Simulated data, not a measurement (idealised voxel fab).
Name of the process module below: voxel transistor to metal
Square cells of 5 nm make up the cross-section cut, whose width is 215 nm.
When this document writes out a cross-section, it uses a grid of square cells and lists it as bands, beginning at the top and moving down, with a band standing for one or more rows of cells. Band: top and bottom heights (nm) first, top before bottom; then materials from left to right, widths in nm. "everywhere" marks a sole material filling the band edge to edge. "blank" denotes empty space. Counting heights begins at 0, where everything beneath is, in the wafer as received, one material. The lowest band has no bottom; it goes on downwards, as "0 down" shows. Quick explanation for "30 to 40": the width changes in equal steps down the rows of cells, from the first number in the band's top row to the second number in its bottom row. "no modification" for a step: no cell of the cross-section changed in that step. Empty spaces without an open route to the top, at least 8 cells in extent, make up the entry "Enclosed cavities"; each is given as width x height at distance, where the distance is measured from the left edge, and all are in nm. Past the settings on a step's line: simulator remark, on that step. A step's line can hold "overlay nm"; with a mask on that step, the setting says how far right of the planned place the mask lay, while a negative setting says it lay to the left.
### So here's the lineup of process steps we planned
step 1: RECEIVE with material Si
step 2: CONFORMAL_DEP with material SiO2, thk nm 5
step 3: CONFORMAL_DEP with material SiN, thk nm 10
step 4: MASKED_ETCH with tone cover, mask id ACTIVE, width nm 105, etch materials SiN, depth nm 10, overlay nm 0
step 5: MASKED_ETCH with tone cover, mask id ACTIVE, width nm 105, etch materials SiO2, depth nm 5, overlay nm 0
step 6: MASKED_ETCH with tone cover, mask id ACTIVE, width nm 105, etch materials Si, depth nm 20, overlay nm 0
step 7: FILL_DEP with material SiO2, thk nm 10
step 8: CMP with height nm 15
step 9: SELECTIVE_ETCH with etch materials SiO2, depth nm 10
step 10: STRIP with etch materials SiN
step 11: SELECTIVE_ETCH with etch materials SiO2, depth nm 5
step 12: OXIDIZE with depth nm 5
step 13: DIRECTIONAL_DEP with material polySi, thk nm 30
step 14: DIRECTIONAL_DEP with material SiCN, thk nm 10
step 15: PATTERN with tone cover, mask id GATE, material resist, width nm 25, thk nm 20, overlay nm 0
step 16: DIRECTIONAL_ETCH with etch materials SiCN, depth nm 20
step 17: DIRECTIONAL_ETCH with etch materials polySi, depth nm 40
step 18: STRIP with etch materials resist
step 19: CONFORMAL_DEP with material SiN, thk nm 5
step 20: DIRECTIONAL_ETCH with etch materials SiN, depth nm 5
step 21: DIRECTIONAL_ETCH with etch materials SiO2, depth nm 5
step 22: EPI with material pSi, thk nm 5
step 23: FILL_DEP with material SiO2, thk nm 10
step 24: CMP with height nm 30
step 25: STRIP with etch materials polySi
step 26: SELECTIVE_ETCH with etch materials SiO2, depth nm 5
step 27: CONFORMAL_DEP with material HfO2, thk nm 5
step 28: CONFORMAL_DEP with material TiN, thk nm 5
step 29: FILL_DEP with material W, thk nm 5
step 30: CMP with height nm 25
step 31: DIRECTIONAL_DEP with material SiO2, thk nm 15
step 32: PATTERN with tone open, mask id CONTACT, material resist, width nm 15, pitch nm 70, thk nm 15, overlay nm 0
step 33: DIRECTIONAL_ETCH with etch materials SiO2, depth nm 40
step 34: STRIP with etch materials resist
step 35: CONFORMAL_DEP with material TiN, thk nm 5
step 36: FILL_DEP with material Ru, thk nm 5
step 37: CMP with height nm 40
step 38: DIRECTIONAL_DEP with material TiN, thk nm 5
step 39: DIRECTIONAL_DEP with material W, thk nm 15
step 40: DIRECTIONAL_DEP with material aC, thk nm 15
step 41: PATTERN with tone cover, mask id METAL_1, material resist, width nm 15, pitch nm 70, thk nm 35, overlay nm 0
step 42: DIRECTIONAL_ETCH with etch materials aC, depth nm 15
step 43: STRIP with etch materials resist
step 44: DIRECTIONAL_ETCH with etch materials W, depth nm 15
step 45: DIRECTIONAL_ETCH with etch materials TiN, depth nm 5
step 46: STRIP with etch materials aC
step 47: CONFORMAL_DEP with material SiCN, thk nm 5
step 48: FILL_DEP with material lowk, thk nm 5
step 49: CMP with height nm 60
step 50: CONFORMAL_DEP with material SiN, thk nm 5
### Shown in cross-section is the wafer as received, that is, as it stands after step 1
* 0 down = Si everywhere
* Enclosed cavities: none
### first wafer at the end, as planned
* 65 to 60 = SiN everywhere
* 60 to 45 = lowk: 60 | SiCN: 5 | W: 15 | SiCN: 5 | lowk: 45 | SiCN: 5 | W: 15 | SiCN: 5 | lowk: 60
* 45 to 40 = SiCN: 65 | TiN: 15 | SiCN: 55 | TiN: 15 | SiCN: 65
* 40 to 25 = SiO2: 65 | TiN: 5 | Ru: 5 | TiN: 5 | SiO2: 55 | TiN: 5 | Ru: 5 | TiN: 5 | SiO2: 65
* 25 to 5 = SiO2: 65 | TiN: 5 | Ru: 5 | TiN: 5 | SiO2: 10 | SiN: 5 | HfO2: 5 | TiN: 5 | W: 5 | TiN: 5 | HfO2: 5 | SiN: 5 | SiO2: 10 | TiN: 5 | Ru: 5 | TiN: 5 | SiO2: 65
* 5 to 0 = SiO2: 65 | TiN: 15 | SiO2: 10 | SiN: 5 | HfO2: 5 | TiN: 15 | HfO2: 5 | SiN: 5 | SiO2: 10 | TiN: 15 | SiO2: 65
* 0 to -5 = SiO2: 50 | pSi: 40 | HfO2: 35 | pSi: 40 | SiO2: 50
* -5 to -20 = SiO2: 55 | Si: 105 | SiO2: 55
* -20 down = Si everywhere
* Enclosed cavities: none
### Cross-section of the latter of the two wafers at module completion. It had an identical start and an identical plan to the former; in running it, one mistake was made
* 65 to 60 = SiN everywhere
* 60 to 45 = lowk: 60 | SiCN: 5 | W: 15 | SiCN: 5 | lowk: 45 | SiCN: 5 | W: 15 | SiCN: 5 | lowk: 60
* 45 to 40 = SiCN: 65 | TiN: 15 | SiCN: 55 | TiN: 15 | SiCN: 65
* 40 to 25 = SiO2: 65 | TiN: 5 | Ru: 5 | TiN: 5 | SiO2: 55 | TiN: 5 | Ru: 5 | TiN: 5 | SiO2: 65
* 25 to 5 = SiO2: 65 | TiN: 5 | Ru: 5 | TiN: 5 | SiO2: 15 | SiN: 5 | HfO2: 5 | TiN: 5 | HfO2: 5 | SiN: 5 | SiO2: 15 | TiN: 5 | Ru: 5 | TiN: 5 | SiO2: 65
* 5 to 0 = SiO2: 65 | TiN: 15 | SiO2: 15 | SiN: 5 | HfO2: 5 | TiN: 5 | HfO2: 5 | SiN: 5 | SiO2: 15 | TiN: 15 | SiO2: 65
* 0 to -5 = SiO2: 50 | pSi: 45 | HfO2: 25 | pSi: 45 | SiO2: 50
* -5 to -20 = SiO2: 55 | Si: 105 | SiO2: 55
* -20 down = Si everywhere
* Enclosed cavities: none
Here's what went sideways: off-plan run, step 15, actual operation and settings PATTERN with tone cover, mask id GATE, material resist, width nm 15, thk nm 20, overlay nm 0
Looking at both finished wafers in cells, the second ends up ahead of or behind the first on some materials: -2 HfO2; +10 SiO2; -6 TiN; -4 W; +2 pSi
